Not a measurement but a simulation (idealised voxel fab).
The process module that follows is named voxel fin reveal.
We display cut, a cross-section 195 nm in width whose square cells are each 5 nm.
Throughout this document, each cross-section is represented as a grid of square cells and is presented as a sequence of bands enumerated from the top downward, where a band comprises one or more rows of cells.
A band entry consists of two parts. The first gives the height of the band's top and the height of its bottom, in nm. The rest lists the band's materials from left to right, each with its width in nm. A single material labelled with the word "edge to edge" fills the band from edge to edge, and the word "blank" marks empty space.
Heads up on the height convention: 0 is the point under which the incoming wafer is all one material, and the lowest band has no bottom, it just keeps going down, like "0 -> down".
The two numbers in a width such as "30 to 40" mark its ends across the band: the first belongs to the top row of cells, the second to the bottom row, and from each row to the next the width moves by the same amount.
Any step labelled "nothing got changed" changed none of the cells in the cross-section.
Closed-off voids of 8+ cells (no open route to the top) go in "Sealed internal cavities", written width x height at distance from the left edge, in nm.
If you see something after the settings on a step's line, that's the simulator's own remark about that step.
When a step includes a mask, the "overlay nm" setting on its line states how far to the right of its planned place that mask lay, and negative values state how far to the left.

Process steps - plan:
- 1: op RECEIVE | material Si
- 2: op CONFORMAL_DEP | material SiN | thk nm 10
- 3: op PATTERN | tone cover | mask id FINS | material resist | width nm 15 | pitch nm 45 | thk nm 20 | overlay nm 0
- 4: op DIRECTIONAL_ETCH | etch materials SiN | depth nm 10
- 5: op DIRECTIONAL_ETCH | etch materials Si | depth nm 35
- 6: op STRIP | etch materials resist
- 7: op FILL_DEP | material SiO2 | thk nm 15
- 8: op CMP | height nm 10
- 9: op SELECTIVE_ETCH | etch materials SiO2 | depth nm 35
- 10: op STRIP | etch materials SiN

Incoming wafer, cross-sectional view, post step 1:
* 0 -> down: Si edge to edge
* Sealed internal cavities: none

Starting structure and process plan are as shown above, but one mistake was made in running the module; the wafer cross-section at the end of the module follows:
* 10 -> 0: blank: 20  SiN: 15  blank: 30  SiN: 15  blank: 30  SiN: 15  blank: 30  SiN: 15  blank: 25
* 0 -> -35: blank: 20  Si: 15  blank: 30  Si: 15  blank: 30  Si: 15  blank: 30  Si: 15  blank: 25
* -35 -> down: Si edge to edge
* Sealed internal cavities: none
Against the plan, the run slipped here: the process deviated at step 10: the operation and settings actually run there were op STRIP | etch materials SiO2
